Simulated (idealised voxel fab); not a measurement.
Herein follows the process module entitled voxel self aligned contacts.
Xsec cut, 220 nm wide, square cell size 5 nm.
Cross-section layout: square cells on a grid; listed as bands, top to bottom; a band spans one or more cell rows. Quick guide to a band line: top height, bottom height (nm) up front; then every material left to right with its width in nm. Only one material and it's marked "throughout"? Then it fills the band edge to edge. And "air" just means empty space. Heights from 0 (as-received wafer is one material below). Bottom band endless downward, as "z 0 and below". Width spec "30..40" -> top row of cells at first value, bottom row at second value, equal per-row change in between. Take "changes: none" at face value: in the step it is given for, the cross-section changed in none of its cells. Closed-off voids of 8+ cells (no open route to the top) go in "Sealed void listing", written width x height at distance from the left edge, in nm. That trailing text on a step's line, after the settings, is the simulator's own remark on the step. The line of a step may include "overlay nm". On a step with a mask, this value is how far to the right of its planned place the mask lay. A negative value means the mask lay to the left.

HERE'S WHAT THE PLANNED PROCESS STEPS LOOK LIKE
1 RECEIVE with material Si
2 OXIDIZE with depth nm 5
3 DIRECTIONAL_DEP with material polySi, thk nm 20
4 DIRECTIONAL_DEP with material SiN, thk nm 15
5 PATTERN with tone cover, mask id GATE, material resist, width nm 25, pitch nm 50, thk nm 15, overlay nm 0
6 DIRECTIONAL_ETCH with etch materials SiN, depth nm 15
7 DIRECTIONAL_ETCH with etch materials polySi, depth nm 20
8 STRIP with etch materials resist
9 CONFORMAL_DEP with material SiN, thk nm 5
10 DIRECTIONAL_ETCH with etch materials SiN, depth nm 5
11 FILL_DEP with material SiO2, thk nm 10
12 CMP with height nm 40
13 PATTERN with tone open, mask id CONTACT, material resist, width nm 35, pitch nm 50, thk nm 15, overlay nm 0
14 DIRECTIONAL_ETCH with etch materials SiO2, depth nm 45
15 STRIP with etch materials resist
16 CONFORMAL_DEP with material TiN, thk nm 5
17 FILL_DEP with material Ru, thk nm 10
18 CMP with height nm 40
19 CONFORMAL_DEP with material SiCN, thk nm 5

CROSS-SECTION OF THE WAFER AS IT CAME TO US, I.E., ALREADY THROUGH STEP 1
  z 0 and below  Si throughout
  Sealed void listing: none

LOOKING AT THE FIRST OF TWO WAFERS IN CROSS-SECTION AT END OF MODULE - RAN TO PLAN
  z 45 to 40  SiCN throughout
  z 40 to 35  65 nm SiO2 / 15 nm TiN / 5 nm Ru / 15 nm TiN / 15 nm SiO2 / 15 nm TiN / 5 nm Ru / 15 nm TiN / 70 nm SiO2
  z 35 to 20  40 nm SiO2 / 35 nm SiN / 5 nm TiN / 5 nm Ru / 5 nm TiN / 35 nm SiN / 5 nm TiN / 5 nm Ru / 5 nm TiN / 35 nm SiN / 45 nm SiO2
  z 20 to 0  40 nm SiO2 / 5 nm SiN / 25 nm polySi / 5 nm SiN / 5 nm TiN / 5 nm Ru / 5 nm TiN / 5 nm SiN / 25 nm polySi / 5 nm SiN / 5 nm TiN / 5 nm Ru / 5 nm TiN / 5 nm SiN / 25 nm polySi / 5 nm SiN / 45 nm SiO2
  z 0 to -5  75 nm SiO2 / 15 nm TiN / 35 nm SiO2 / 15 nm TiN / 80 nm SiO2
  z -5 and below  Si throughout
  Sealed void listing: none

WAFER TWO, END OF MODULE, CROSS-SECTION. SAME START, SAME PLAN AS WAFER ONE. ONE MISTAKE IN THE RUN
  z 45 to 40  SiCN throughout
  z 40 to 35  75 nm SiO2 / 5 nm TiN / 5 nm Ru / 25 nm TiN / 15 nm SiO2 / 5 nm TiN / 5 nm Ru / 25 nm TiN / 60 nm SiO2
  z 35 to 20  40 nm SiO2 / 35 nm SiN / 5 nm TiN / 5 nm Ru / 5 nm TiN / 35 nm SiN / 5 nm TiN / 5 nm Ru / 5 nm TiN / 35 nm SiN / 45 nm SiO2
  z 20 to 0  40 nm SiO2 / 5 nm SiN / 25 nm polySi / 5 nm SiN / 5 nm TiN / 5 nm Ru / 5 nm TiN / 5 nm SiN / 25 nm polySi / 5 nm SiN / 5 nm TiN / 5 nm Ru / 5 nm TiN / 5 nm SiN / 25 nm polySi / 5 nm SiN / 45 nm SiO2
  z 0 to -5  75 nm SiO2 / 15 nm TiN / 35 nm SiO2 / 15 nm TiN / 80 nm SiO2
  z -5 and below  Si throughout
  Sealed void listing: none
Plan not followed: step 13 ran differently from the plan; actual operation with settings: PATTERN with tone open, mask id CONTACT, material resist, width nm 35, pitch nm 50, thk nm 15, overlay nm 10
At the close, every material occupies the same number of cells on the second wafer as on the first, only in different positions.
